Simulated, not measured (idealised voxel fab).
Process module, titled voxel released beams
We display cut, a cross-section 225 nm in width whose square cells are each 5 nm.
Cross-section spec: square-cell grid; bands listed top down; each band is one or more rows. Read a band's entry like this: the first values are the height of its top and the height of its bottom in nm, and what follows is the sequence of materials from left to right, each with its width in nm. Note that "air" is empty space, and that a single material marked "edge to edge" reaches across the band from edge to edge. Ref level 0: as-received wafer is one material below here. Bottom band extends down with no lower bound ("0 and below"). Graded width ("30 to 40"): value in top row of band = first number; value in bottom row = second number; row-to-row change constant. When a step is marked "identical to before", none of the cells in the cross-section changed during that step. Under "Closed internal cavities" you'll find the enclosed gaps, the ones with no way out to the top, that are 8 cells or bigger; each reads width x height at distance, with distance counted from the left edge, everything in nm. The remark found on a step's line after its settings is issued by the simulator itself and pertains to that step. Regarding "overlay nm": on a step with a mask, it is the distance the mask lay to the right of its planned place; a negative value places it to the left.

-- The following list gives the planned process steps
1) RECEIVE [material Si]
2) CONFORMAL_DEP [material SiN] [thk nm 5]
3) DIRECTIONAL_DEP [material SiO2] [thk nm 10]
4) DIRECTIONAL_DEP [material aC] [thk nm 15]
5) PATTERN [tone open] [mask id ANCHOR] [material resist] [width nm 45] [thk nm 35] [overlay nm 0]
6) DIRECTIONAL_ETCH [etch materials aC] [depth nm 15]
7) STRIP [etch materials resist]
8) DIRECTIONAL_ETCH [etch materials SiO2] [depth nm 10]
9) STRIP [etch materials aC]
10) CONFORMAL_DEP [material TiN] [thk nm 15]
11) PATTERN [tone cover] [mask id BEAM] [material resist] [width nm 90] [thk nm 20] [overlay nm 0]
12) DIRECTIONAL_ETCH [etch materials TiN] [depth nm 15]
13) STRIP [etch materials resist]
14) STRIP [etch materials SiO2]

-- As received (post step 1): cross-section
> 0 and below = Si edge to edge
> Closed internal cavities: none

-- The module was run from the start shown above using the plan shown above, but one mistake was made doing it; the resulting wafer cross-section is below
> 30 down to 20 = 65 of air, then 20 of TiN, then 15 of air, then 60 of TiN, then 65 of air
> 20 down to 15 = 65 of air, then 95 of TiN, then 65 of air
> 15 down to 5 = 70 of air, then 45 of TiN, then 110 of air
> 5 down to 0 = SiN edge to edge
> 0 and below = Si edge to edge
> Closed internal cavities: none
Finding, execution versus plan: contrary to plan, step 11 was performed as PATTERN [tone cover] [mask id BEAM] [material resist] [width nm 95] [thk nm 20] [overlay nm 0]
